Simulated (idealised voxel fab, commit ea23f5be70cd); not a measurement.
Proc. module: voxel gate over fins
Square cells of 5 nm make up the cross-section cut, whose width is 180 nm.
Cross-section layout: square cells on a grid; listed as bands, top to bottom; a band spans one or more cell rows. Each band's line starts with the height of the band's top and of its bottom, in nm. Then come its materials from left to right, each with its width in nm. One material with "everywhere" fills the band from edge to edge. "air" is empty space. Basically, 0 is our baseline, since under it the wafer straight out of the box is all one material. The bottom band has no lower end and keeps on going down, so it looks like "z 0 and below". Note: "30..40" means the width goes from the first number (top row of the band) to the second number (bottom row) in equal steps per row of cells. The cross-section has no changed cell in any step marked "no modifications". Look at "Internal closed voids" for the closed voids: empty spaces with no open path to the top, sized 8 cells or up. Each is width x height at distance, distance from the left edge, all nm. On a step's line, text after the settings is the simulator commenting on that step. "overlay nm" denotes, for a step that has a mask, the displacement of the mask to the right of its planned place, with negative values corresponding to the left.

PROCESS STEPS (PLANNED)
step 1: RECEIVE with material Si
step 2: CONFORMAL_DEP with material SiN, thk nm 10
step 3: DIRECTIONAL_DEP with material aC, thk nm 10
step 4: PATTERN with tone cover, mask id FINS, material resist, width nm 15, pitch nm 40, thk nm 25, overlay nm -5
step 5: DIRECTIONAL_ETCH with etch materials aC, depth nm 10
step 6: STRIP with etch materials resist
step 7: DIRECTIONAL_ETCH with etch materials SiN, depth nm 10
step 8: DIRECTIONAL_ETCH with etch materials Si, depth nm 30
step 9: STRIP with etch materials aC
step 10: OXIDIZE with depth nm 5
step 11: FILL_DEP with material SiO2, thk nm 15
step 12: CMP with height nm 10
step 13: SELECTIVE_ETCH with etch materials SiO2, depth nm 25
step 14: STRIP with etch materials SiN
step 15: CONFORMAL_DEP with material HfO2, thk nm 5
step 16: CONFORMAL_DEP with material TiN, thk nm 5
step 17: FILL_DEP with material W, thk nm 10
step 18: CMP with height nm 15
step 19: CONFORMAL_DEP with material SiCN, thk nm 10
The overlay nm used in step 4 is not the same on every wafer, whereas the starting condition is; the value printed in the plan is the first wafer's.

HERE'S THE FIRST OF THE WAFERS IN CROSS-SECTION, JUST AS WE GOT IT, I.E. AFTER STEP 1
  z 0 and below  Si everywhere
  Internal closed voids: none

ONCE STEP 19, THE LAST STEP, IS COMPLETE, THE MODULE IS AT ITS END; THIS IS THE CROSS-SECTION OF THE FIRST OF SEVERAL WAFERS
  z 25 to 15  SiCN everywhere
  z 15 to 10  W everywhere
  z 10 to 5  10 W  25 TiN  15 W  25 TiN  15 W  25 TiN  15 W  25 TiN  25 W
  z 5 to 0  10 W  5 TiN  15 HfO2  5 TiN  15 W  5 TiN  15 HfO2  5 TiN  15 W  5 TiN  15 HfO2  5 TiN  15 W  5 TiN  15 HfO2  5 TiN  25 W
  z 0 to -5  10 W  5 TiN  5 HfO2  5 Si  5 HfO2  5 TiN  15 W  5 TiN  5 HfO2  5 Si  5 HfO2  5 TiN  15 W  5 TiN  5 HfO2  5 Si  5 HfO2  5 TiN  15 W  5 TiN  5 HfO2  5 Si  5 HfO2  5 TiN  25 W
  z -5 to -10  15 TiN  5 HfO2  5 Si  5 HfO2  25 TiN  5 HfO2  5 Si  5 HfO2  25 TiN  5 HfO2  5 Si  5 HfO2  25 TiN  5 HfO2  5 Si  5 HfO2  30 TiN
  z -10 to -15  20 HfO2  5 Si  35 HfO2  5 Si  35 HfO2  5 Si  35 HfO2  5 Si  35 HfO2
  z -15 to -35  20 SiO2  5 Si  35 SiO2  5 Si  35 SiO2  5 Si  35 SiO2  5 Si  35 SiO2
  z -35 and below  Si everywhere
  Internal closed voids: none

OF THE SEVERAL WAFERS, THE LAST: CROSS-SECTION AT THE END OF THE MODULE
  z 25 to 15  SiCN everywhere
  z 15 to 10  W everywhere
  z 10 to 5  25 W  25 TiN  15 W  25 TiN  15 W  25 TiN  15 W  25 TiN  10 W
  z 5 to 0  25 W  5 TiN  15 HfO2  5 TiN  15 W  5 TiN  15 HfO2  5 TiN  15 W  5 TiN  15 HfO2  5 TiN  15 W  5 TiN  15 HfO2  5 TiN  10 W
  z 0 to -5  25 W  5 TiN  5 HfO2  5 Si  5 HfO2  5 TiN  15 W  5 TiN  5 HfO2  5 Si  5 HfO2  5 TiN  15 W  5 TiN  5 HfO2  5 Si  5 HfO2  5 TiN  15 W  5 TiN  5 HfO2  5 Si  5 HfO2  5 TiN  10 W
  z -5 to -10  30 TiN  5 HfO2  5 Si  5 HfO2  25 TiN  5 HfO2  5 Si  5 HfO2  25 TiN  5 HfO2  5 Si  5 HfO2  25 TiN  5 HfO2  5 Si  5 HfO2  15 TiN
  z -10 to -15  35 HfO2  5 Si  35 HfO2  5 Si  35 HfO2  5 Si  35 HfO2  5 Si  20 HfO2
  z -15 to -35  35 SiO2  5 Si  35 SiO2  5 Si  35 SiO2  5 Si  35 SiO2  5 Si  20 SiO2
  z -35 and below  Si everywhere
  Internal closed voids: none

NOTE: THE FOLLOWING TABLE IS ARRANGED BY WAFER, A ROW APIECE. EACH ROW REPORTS THE END-OF-MODULE STATE: PER MATERIAL, CELLS GAINED (+) OR CELLS LOST (-) COMPARED WITH THE WAFER AS RECEIVED; CLOSED VOIDS FOLLOW
overlay nm -5, +60 HfO2, -224 Si, +72 SiCN, +128 SiO2, +60 TiN, +84 W, Internal closed voids: none
overlay nm 0, +60 HfO2, -224 Si, +72 SiCN, +128 SiO2, +60 TiN, +84 W, Internal closed voids: none
overlay nm 5, +60 HfO2, -224 Si, +72 SiCN, +128 SiO2, +60 TiN, +84 W, Internal closed voids: none
overlay nm 10, +60 HfO2, -224 Si, +72 SiCN, +128 SiO2, +60 TiN, +84 W, Internal closed voids: none
